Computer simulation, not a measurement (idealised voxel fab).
The following is a process module called voxel transistor to metal.
Pictured: cross-section cut, 180 nm wide, on a grid of 5 nm square cells.
Cross-sections here: square-cell grids, written as top-down lists of bands, a band being one or more rows of cells.
First you get the band's top height and its bottom height, in nm, and then the materials it's made of, left to right, with each width in nm. If you see a single material with "throughout", that one covers the band edge to edge. "blank" is empty space.
Ref level 0: as-received wafer is one material below here. Bottom band extends down with no lower bound ("0 -> down").
When a width is written as two numbers, as in "30 to 40", the first number is the width in the top row of cells of the band and the second is the width in its bottom row, and the width changes by the same amount from each row to the next.
"nothing changed" after a step means that no cell of the cross-section changed.
In "Tabulated closed voids" the enclosed voids are listed, meaning empty spaces of 8 cells or larger without any opening to the top. The form is width x height at distance, distance from the left edge, units nm.
On a step's line, text after the settings is the simulator commenting on that step.
"overlay nm" denotes, for a step that has a mask, the displacement of the mask to the right of its planned place, with negative values corresponding to the left.

**Process steps - plan**
1) RECEIVE, material Si
2) OXIDIZE, depth nm 5
3) CONFORMAL_DEP, material SiN, thk nm 15
4) PATTERN, tone cover, mask id ACTIVE, material resist, width nm 115, thk nm 15, overlay nm 0
5) DIRECTIONAL_ETCH, etch materials SiN, depth nm 15
6) DIRECTIONAL_ETCH, etch materials SiO2, depth nm 5
7) DIRECTIONAL_ETCH, etch materials Si, depth nm 25
8) STRIP, etch materials resist
9) OXIDIZE, depth nm 5
10) FILL_DEP, material SiO2, thk nm 15
11) CMP, height nm 15
12) SELECTIVE_ETCH, etch materials SiO2, depth nm 10
13) STRIP, etch materials SiN
14) SELECTIVE_ETCH, etch materials SiO2, depth nm 5
15) OXIDIZE, depth nm 5
16) DIRECTIONAL_DEP, material polySi, thk nm 30
17) DIRECTIONAL_DEP, material SiCN, thk nm 10
18) PATTERN, tone cover, mask id GATE, material resist, width nm 25, thk nm 15, overlay nm 0
19) DIRECTIONAL_ETCH, etch materials SiCN, depth nm 20
20) DIRECTIONAL_ETCH, etch materials polySi, depth nm 40
21) STRIP, etch materials resist
22) CONFORMAL_DEP, material SiN, thk nm 5
23) DIRECTIONAL_ETCH, etch materials SiN, depth nm 5
24) DIRECTIONAL_ETCH, etch materials SiO2, depth nm 5
25) DIRECTIONAL_ETCH, etch materials Si, depth nm 10
26) EPI, material nSi, thk nm 10
27) FILL_DEP, material SiO2, thk nm 10
28) CMP, height nm 25
29) STRIP, etch materials polySi
30) SELECTIVE_ETCH, etch materials SiO2, depth nm 5
31) CONFORMAL_DEP, material HfO2, thk nm 5
32) CONFORMAL_DEP, material TiN, thk nm 5
33) FILL_DEP, material W, thk nm 5
34) CMP, height nm 20
35) DIRECTIONAL_DEP, material SiO2, thk nm 15
36) DIRECTIONAL_DEP, material aC, thk nm 15
37) PATTERN, tone open, mask id CONTACT, material resist, width nm 20, pitch nm 85, thk nm 30, overlay nm 0
38) DIRECTIONAL_ETCH, etch materials aC, depth nm 15
39) STRIP, etch materials resist
40) DIRECTIONAL_ETCH, etch materials SiO2, depth nm 45
41) STRIP, etch materials aC
42) CONFORMAL_DEP, material TiN, thk nm 5
43) FILL_DEP, material Ru, thk nm 5
44) CMP, height nm 35
45) CONFORMAL_DEP, material SiCN, thk nm 5
46) DIRECTIONAL_DEP, material lowk, thk nm 20
47) DIRECTIONAL_DEP, material aC, thk nm 15
48) PATTERN, tone open, mask id METAL_1, material resist, width nm 20, pitch nm 85, thk nm 35, overlay nm 0
49) DIRECTIONAL_ETCH, etch materials aC, depth nm 15
50) STRIP, etch materials resist
51) DIRECTIONAL_ETCH, etch materials lowk, depth nm 20
52) DIRECTIONAL_ETCH, etch materials SiCN, depth nm 5
53) STRIP, etch materials aC
54) CONFORMAL_DEP, material TiN, thk nm 5
55) FILL_DEP, material Ru, thk nm 10
56) CMP, height nm 60
57) CONFORMAL_DEP, material SiCN, thk nm 5
58) DIRECTIONAL_DEP, material SiO2, thk nm 30
59) MASKED_ETCH, tone open, mask id METAL_2_HOLES, width nm 15, pitch nm 85, etch materials SiO2, depth nm 30, overlay nm 0
60) DIRECTIONAL_DEP, material aC, thk nm 10
61) PATTERN, tone open, mask id METAL_2, material resist, width nm 20, pitch nm 85, thk nm 30, overlay nm 0
62) DIRECTIONAL_ETCH, etch materials aC, depth nm 10
63) STRIP, etch materials resist
64) DIRECTIONAL_ETCH, etch materials SiO2, depth nm 15
65) DIRECTIONAL_ETCH, etch materials SiCN, depth nm 5
66) STRIP, etch materials aC
67) CONFORMAL_DEP, material TiN, thk nm 5
68) FILL_DEP, material Cu, thk nm 10
69) CMP, height nm 95
70) CONFORMAL_DEP, material SiCN, thk nm 5

**Incoming wafer, cross-sectional view, post step 1**
- 0 -> down = Si throughout
- Tabulated closed voids: none

**Starting wafer: above. Plan: above. Run: one mistake. Cross-section after the module: below**
- 100 -> 95 = SiCN throughout
- 95 -> 85 = SiO2=35  TiN=5  Cu=10  TiN=5  SiO2=65  TiN=5  Cu=10  TiN=5  SiO2=40
- 85 -> 80 = SiO2=35  TiN=5  Cu=5  TiN=10  SiO2=65  TiN=5  Cu=5  TiN=10  SiO2=40
- 80 -> 65 = SiO2=35  TiN=5  Cu=5  TiN=5  SiO2=70  TiN=5  Cu=5  TiN=5  SiO2=45
- 65 -> 60 = SiCN=35  TiN=15  SiCN=70  TiN=15  SiCN=45
- 60 -> 40 = lowk=35  TiN=5  Ru=10  TiN=5  lowk=65  TiN=5  Ru=10  TiN=5  lowk=40
- 40 -> 35 = SiCN=35  TiN=20  SiCN=65  TiN=20  SiCN=40
- 35 -> 20 = SiO2=35  TiN=5  Ru=10  TiN=5  SiO2=65  TiN=5  Ru=10  TiN=5  SiO2=40
- 20 -> 0 = SiO2=35  TiN=5  Ru=10  TiN=5  SiO2=15  SiN=5  HfO2=5  TiN=5  W=5  TiN=5  HfO2=5  SiN=5  SiO2=15  TiN=5  Ru=10  TiN=5  SiO2=40
- 0 -> -5 = SiO2=25  SiN=5  SiO2=5  TiN=5  Ru=10  TiN=5  SiO2=5  nSi=10  SiN=5  HfO2=5  TiN=15  HfO2=5  SiN=5  nSi=10  SiO2=5  TiN=5  Ru=10  TiN=5  SiO2=5  SiN=5  SiO2=30
- -5 -> -10 = SiO2=35  TiN=20  SiO2=5  nSi=10  HfO2=35  nSi=10  SiO2=5  TiN=20  SiO2=40
- -10 -> -20 = SiO2=35  nSi=35  Si=35  nSi=35  SiO2=40
- -20 -> -60 = SiO2=35  Si=105  SiO2=40
- -60 -> down = Si throughout
- Tabulated closed voids: none
Plan not followed: step 7 of the plan was twice carried out
